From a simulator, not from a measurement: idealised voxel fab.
Process module, titled voxel trench capacitor
Each square cell in cross-section cut measures 5 nm, and the section as a whole is 280 nm wide.
Notation: cross-section as square-cell grid; stated in bands, top first, going down; one or more cell rows per band.
Band: top and bottom heights (nm) first, top before bottom; then materials from left to right, widths in nm. "full width" marks a sole material filling the band edge to edge. "blank" denotes empty space.
Height 0 is the level under which the wafer as received is all one material. The lowest band goes on downwards, as in "0..down".
A width such as "30 to 40" changes by the same amount from each row of cells to the next, from the band's top row to its bottom row.
Key: "nothing different" - step with no changed cell in the cross-section.
Under "Closed-off voids" you'll find the enclosed gaps, the ones with no way out to the top, that are 8 cells or bigger; each reads width x height at distance, with distance counted from the left edge, everything in nm.
Text after the settings on a step's line: the simulator's own remark on that step.
If you see "overlay nm" on a step's line and that step has a mask, it's telling you how far right of where it was planned the mask ended up; a negative number means it went left instead.

## The process steps that were planned are listed below
1) RECEIVE, material Si
2) CONFORMAL_DEP, material SiN, thk nm 10
3) DIRECTIONAL_DEP, material aC, thk nm 10
4) PATTERN, tone open, mask id TRENCH, material resist, width nm 15, pitch nm 30, thk nm 25, overlay nm 0
5) DIRECTIONAL_ETCH, etch materials aC, depth nm 10
6) STRIP, etch materials resist
7) DIRECTIONAL_ETCH, etch materials SiN, depth nm 10
8) DIRECTIONAL_ETCH, etch materials Si, depth nm 30
9) STRIP, etch materials aC
10) CONFORMAL_DEP, material Al2O3, thk nm 5
11) FILL_DEP, material polySi, thk nm 5
12) CMP, height nm 10

## Cross-section, incoming material, after step 1
* 0..down  Si full width
* Closed-off voids: none

## Post-module cross-section: identical start and plan to those above, one misstep in execution
* 10..0  Al2O3 full width
* 0..down  Si full width
* Closed-off voids: none
Diagnosis: so step 2 ended up running with a different setting than we planned, it ran as CONFORMAL_DEP, material Al2O3, thk nm 10
